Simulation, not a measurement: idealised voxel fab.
The process module presented herein is designated voxel wiring stack.
Cross-section cut: width 290 nm, square cells of 5 nm.
Cross-section layout: square cells on a grid; listed as bands, top to bottom; a band spans one or more cell rows. Band entry format. Leading values: height of top, height of bottom, nm. Remainder: materials in left-to-right order, each with its width in nm. Special words: "throughout" on a single material, which then fills the band edge to edge; "air", empty space. Height is counted from the level 0, under which the received wafer is composed throughout of one material. The lowest of the bands is not closed at the bottom but continues downward, in the notation "0 -> down". Quick explanation for "30..40": the width changes in equal steps down the rows of cells, from the first number in the band's top row to the second number in its bottom row. Step note "identical to before" = no cross-section cell changed. Each empty space that has no open way to the top and spans at least 8 cells appears under "Closed void entries" as width x height at distance, the distance counted from the left edge, all in nm. If you see something after the settings on a step's line, that's the simulator's own remark about that step. "overlay nm", when on a step's line for a step with a mask, measures how far to the right of its planned place the mask lay; a negative measure means to the left.

[Steps planned for the process]
| 1 | RECEIVE,material Si |
| 2 | CONFORMAL_DEP,material SiO2,thk nm 15 |
| 3 | DIRECTIONAL_DEP,material TiN,thk nm 5 |
| 4 | DIRECTIONAL_DEP,material W,thk nm 15 |
| 5 | DIRECTIONAL_DEP,material aC,thk nm 10 |
| 6 | PATTERN,tone cover,mask id METAL_1,material resist,width nm 25,pitch nm 50,thk nm 25,overlay nm 0 |
| 7 | DIRECTIONAL_ETCH,etch materials aC,depth nm 10 |
| 8 | STRIP,etch materials resist |
| 9 | DIRECTIONAL_ETCH,etch materials W,depth nm 15 |
| 10 | DIRECTIONAL_ETCH,etch materials TiN,depth nm 5 |
| 11 | STRIP,etch materials aC |
| 12 | FILL_DEP,material SiO2,thk nm 5 |
| 13 | CMP,height nm 35 |
| 14 | CONFORMAL_DEP,material SiCN,thk nm 5 |
| 15 | DIRECTIONAL_DEP,material SiO2,thk nm 20 |
| 16 | MASKED_ETCH,tone open,mask id PLUG_1,width nm 15,etch materials SiO2,depth nm 20,overlay nm 0 |
| 17 | MASKED_ETCH,tone open,mask id PLUG_1,width nm 15,etch materials SiCN,depth nm 5,overlay nm 0 |
| 18 | EPI,material Ru,thk nm 10 |
| 19 | EPI,material Ru,thk nm 10 |
| 20 | EPI,material Ru,thk nm 5 |
| 21 | CONFORMAL_DEP,material SiCN,thk nm 5 |
| 22 | DIRECTIONAL_DEP,material lowk,thk nm 25 |
| 23 | PATTERN,tone open,mask id METAL_2,material resist,width nm 25,pitch nm 50,thk nm 20,overlay nm 0 |
| 24 | DIRECTIONAL_ETCH,etch materials lowk,depth nm 25 |
| 25 | DIRECTIONAL_ETCH,etch materials SiCN,depth nm 5 |
| 26 | STRIP,etch materials resist |
| 27 | CONFORMAL_DEP,material TiN,thk nm 5 |
| 28 | FILL_DEP,material Ru,thk nm 5 |
| 29 | CMP,height nm 90 |
| 30 | EPI,material Ru,thk nm 5 |
| 31 | FILL_DEP,material SiCN,thk nm 5 |
| 32 | DIRECTIONAL_DEP,material SiO2,thk nm 20 |
| 33 | DIRECTIONAL_DEP,material aC,thk nm 10 |
| 34 | PATTERN,tone open,mask id PLUG_2,material resist,width nm 15,pitch nm 50,thk nm 25,overlay nm 0 |
| 35 | DIRECTIONAL_ETCH,etch materials aC,depth nm 10 |
| 36 | STRIP,etch materials resist |
| 37 | DIRECTIONAL_ETCH,etch materials SiO2,depth nm 20 |
| 38 | DIRECTIONAL_ETCH,etch materials SiCN,depth nm 5 |
| 39 | STRIP,etch materials aC |
| 40 | EPI,material Ru,thk nm 10 |
| 41 | EPI,material Ru,thk nm 10 |
| 42 | EPI,material Ru,thk nm 5 |
| 43 | CONFORMAL_DEP,material SiCN,thk nm 5 |
| 44 | DIRECTIONAL_DEP,material SiO2,thk nm 25 |
| 45 | DIRECTIONAL_DEP,material aC,thk nm 15 |
| 46 | PATTERN,tone open,mask id METAL_3,material resist,width nm 25,pitch nm 50,thk nm 35,overlay nm 0 |
| 47 | DIRECTIONAL_ETCH,etch materials aC,depth nm 15 |
| 48 | STRIP,etch materials resist |
| 49 | DIRECTIONAL_ETCH,etch materials SiO2,depth nm 25 |
| 50 | DIRECTIONAL_ETCH,etch materials SiCN,depth nm 5 |
| 51 | STRIP,etch materials aC |
| 52 | CONFORMAL_DEP,material TiN,thk nm 5 |
| 53 | FILL_DEP,material Cu,thk nm 5 |
| 54 | CMP,height nm 150 |
| 55 | CONFORMAL_DEP,material SiN,thk nm 5 |

[Here's what the wafer looked like in cross-section when it arrived - that's after step 1]
0 -> down | Si throughout
Closed void entries: none

[Final cross-section, module run with one mistake (start and plan as above)]
155 -> 150 | SiN throughout
150 -> 125 | 105 of SiO2; 5 of TiN; 15 of Cu; 5 of TiN; 25 of SiO2; 5 of TiN; 15 of Cu; 5 of TiN; 110 of SiO2
125 -> 120 | 105 of SiCN; 25 of TiN; 25 of SiCN; 25 of TiN; 110 of SiCN
120 -> 100 | 110 of SiO2; 15 of Ru; 35 of SiO2; 15 of Ru; 115 of SiO2
100 -> 90 | 110..100 of SiCN; 15..35 of Ru; 35..15 of SiCN; 15..35 of Ru; 115..105 of SiCN
90 -> 65 | 105 of lowk; 5 of TiN; 15 of Ru; 5 of TiN; 25 of lowk; 5 of TiN; 15 of Ru; 5 of TiN; 110 of lowk
65 -> 60 | 105 of SiCN; 25 of TiN; 25 of SiCN; 25 of TiN; 110 of SiCN
60 -> 40 | 105 of SiO2; 15 of Ru; 170 of SiO2
40 -> 35 | 105 of SiCN; 15 of Ru; 170 of SiCN
35 -> 20 | 105 of SiO2; 25 of W; 25 of SiO2; 25 of W; 110 of SiO2
20 -> 15 | 105 of SiO2; 25 of TiN; 25 of SiO2; 25 of TiN; 110 of SiO2
15 -> 0 | SiO2 throughout
0 -> down | Si throughout
Closed void entries: none
So what did we get wrong on this run? step 34 was not run as planned; what actually ran was PATTERN,tone open,mask id PLUG_2,material resist,width nm 15,pitch nm 50,thk nm 25,overlay nm 5
